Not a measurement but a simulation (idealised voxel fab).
process module | voxel gate over fins
cross-section cut | 260 nm wide | cells 5 nm
A cross-section is a grid of square cells, given in bands from the top down. A band is one or more rows of cells.
Each band's line starts with the height of the band's top and of its bottom, in nm. Then come its materials from left to right, each with its width in nm. One material with "throughout" fills the band from edge to edge. "air" is empty space.
Height 0 is the level under which the wafer as received is all one material. The lowest band goes on downwards, as in "0 down".
A width such as "30 to 40" changes by the same amount from each row of cells to the next, from the band's top row to its bottom row.
"no change" after a step means that no cell of the cross-section changed.
closed voids: empty space of 8 cells or more with no open way to the top, each as width x height at its distance from the left edge, in nm
after a step's settings: what the simulator itself notes on the step
overlay nm, on a step with a mask: how far to the right of its planned place the mask lay; to the left if negative
plan
1 op RECEIVE | material Si
2 op CONFORMAL_DEP | material SiN | thk nm 5
3 op DIRECTIONAL_DEP | material aC | thk nm 15
4 op PATTERN | tone cover | mask id FINS | material resist | width nm 15 | pitch nm 40 | thk nm 30 | overlay nm 0
5 op DIRECTIONAL_ETCH | etch materials aC | depth nm 15
6 op STRIP | etch materials resist
7 op DIRECTIONAL_ETCH | etch materials SiN | depth nm 5
8 op DIRECTIONAL_ETCH | etch materials Si | depth nm 35
9 op STRIP | etch materials aC
10 op OXIDIZE | depth nm 5
11 op FILL_DEP | material SiO2 | thk nm 10
12 op CMP | height nm 5
13 op SELECTIVE_ETCH | etch materials SiO2 | depth nm 15
14 op STRIP | etch materials SiN
15 op CONFORMAL_DEP | material HfO2 | thk nm 5
16 op CONFORMAL_DEP | material TiN | thk nm 5
17 op FILL_DEP | material W | thk nm 15
18 op CMP | height nm 20
19 op CONFORMAL_DEP | material SiCN | thk nm 10
as received, after step 1
  0 down: Si throughout
  closed voids: none
first wafer at the end, as planned
  30 to 20: SiCN throughout
  20 to 10: W throughout
  10 to 5: W 55 | TiN 25 | W 15 | TiN 25 | W 15 | TiN 25 | W 15 | TiN 25 | W 60
  5 to 0: W 55 | TiN 5 | HfO2 15 | TiN 5 | W 15 | TiN 5 | HfO2 15 | TiN 5 | W 15 | TiN 5 | HfO2 15 | TiN 5 | W 15 | TiN 5 | HfO2 15 | TiN 5 | W 60
  0 to -5: TiN 60 | HfO2 5 | Si 5 | HfO2 5 | TiN 25 | HfO2 5 | Si 5 | HfO2 5 | TiN 25 | HfO2 5 | Si 5 | HfO2 5 | TiN 25 | HfO2 5 | Si 5 | HfO2 5 | TiN 65
  -5 to -10: HfO2 65 | Si 5 | HfO2 35 | Si 5 | HfO2 35 | Si 5 | HfO2 35 | Si 5 | HfO2 70
  -10 to -40: SiO2 65 | Si 5 | SiO2 35 | Si 5 | SiO2 35 | Si 5 | SiO2 35 | Si 5 | SiO2 70
  -40 down: Si throughout
  closed voids: none
second wafer at the end: like start, like plan, one mistake
  30 to 20: SiCN throughout
  20 to 15: W throughout
  15 to 10: TiN throughout
  10 to 0: HfO2 throughout
  0 down: Si throughout
  closed voids: none
what went wrong: step 2 ran as: op CONFORMAL_DEP | material HfO2 | thk nm 5
at the end the second wafer has, in cells: 36 more of HfO2 | 384 more of Si | 288 fewer of SiO2 | 16 fewer of TiN | 116 fewer of W
